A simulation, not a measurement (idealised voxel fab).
The following is a process module called voxel self aligned contacts.
260 nm wide, 5 nm square cells: that's cross-section cut.
For the purposes of this document, a cross-section shall be understood as a grid of square cells, specified as bands listed in top-to-bottom order, each band consisting of one or more rows of cells.
Top height, bottom height, nm. Materials left to right, width each, nm. Single material + "full width" = fills band edge to edge. "blank" = empty.
For the purposes of this specification, 0 denotes the height below which the wafer in its as-received condition is composed wholly of one material, and the lowermost band, lacking a lower limit, extends downward without end, as expressed in "z 0 and below".
So if you see something like "30 to 40" for the width, read it as the top row of the band sitting at the first number and the bottom row at the second, with every row in between moving by the same amount as the last.
No cell of the cross-section changed in a step that is given as "stayed the same".
In the "Sealed void inventory" entry, you get each enclosed empty space of 8 cells or more, one with no open way to the top, written width x height at distance, distance from the left edge, in nm.
On each step's line, the part that comes after the settings is the simulator's own comment on the step.
overlay nm: right-of-plan distance of the mask on a masked step; negative values mean left-of-plan.
**The following list gives the planned process steps**
step 1: RECEIVE,material Si
step 2: CONFORMAL_DEP,material SiO2,thk nm 5
step 3: DIRECTIONAL_DEP,material polySi,thk nm 30
step 4: DIRECTIONAL_DEP,material SiN,thk nm 15
step 5: MASKED_ETCH,tone cover,mask id GATE,width nm 25,pitch nm 55,etch materials SiN,depth nm 15,overlay nm 0
step 6: MASKED_ETCH,tone cover,mask id GATE,width nm 25,pitch nm 55,etch materials polySi,depth nm 30,overlay nm 0
step 7: CONFORMAL_DEP,material SiN,thk nm 5
step 8: DIRECTIONAL_ETCH,etch materials SiN,depth nm 5
step 9: FILL_DEP,material SiO2,thk nm 20
step 10: CMP,height nm 60
step 11: PATTERN,tone open,mask id CONTACT,material resist,width nm 40,thk nm 20,overlay nm 0
step 12: DIRECTIONAL_ETCH,etch materials SiO2,depth nm 60
step 13: STRIP,etch materials resist
step 14: CONFORMAL_DEP,material TiN,thk nm 5
step 15: FILL_DEP,material Ru,thk nm 5
step 16: CMP,height nm 60
step 17: CONFORMAL_DEP,material SiCN,thk nm 5
**This is the cross-section of the wafer as we received it, i.e. after step 1**
z 0 and below  Si full width
Sealed void inventory: none
**Cross-sectional result after module completion. Note: starting condition and plan are unchanged from above; one processing mistake was made**
z 65 to 60  SiCN full width
z 60 to 50  SiO2 (110) | TiN (5 to 15) | Ru (30 to 10) | TiN (5 to 15) | SiO2 (110)
z 50 to 25  SiO2 (85) | SiN (5) | polySi (25) | SiN (5) | TiN (5) | Ru (10) | TiN (5) | SiN (5) | polySi (25) | SiN (5) | SiO2 (85)
z 25 to 20  SiO2 (85) | SiN (5) | polySi (25) | SiN (5) | TiN (20) | SiN (5) | polySi (25) | SiN (5) | SiO2 (85)
z 20 to 5  SiN full width
z 5 to 0  SiO2 full width
z 0 and below  Si full width
Sealed void inventory: none
What broke from the plan during processing? steps 3 and 4 run out of order (swapped)
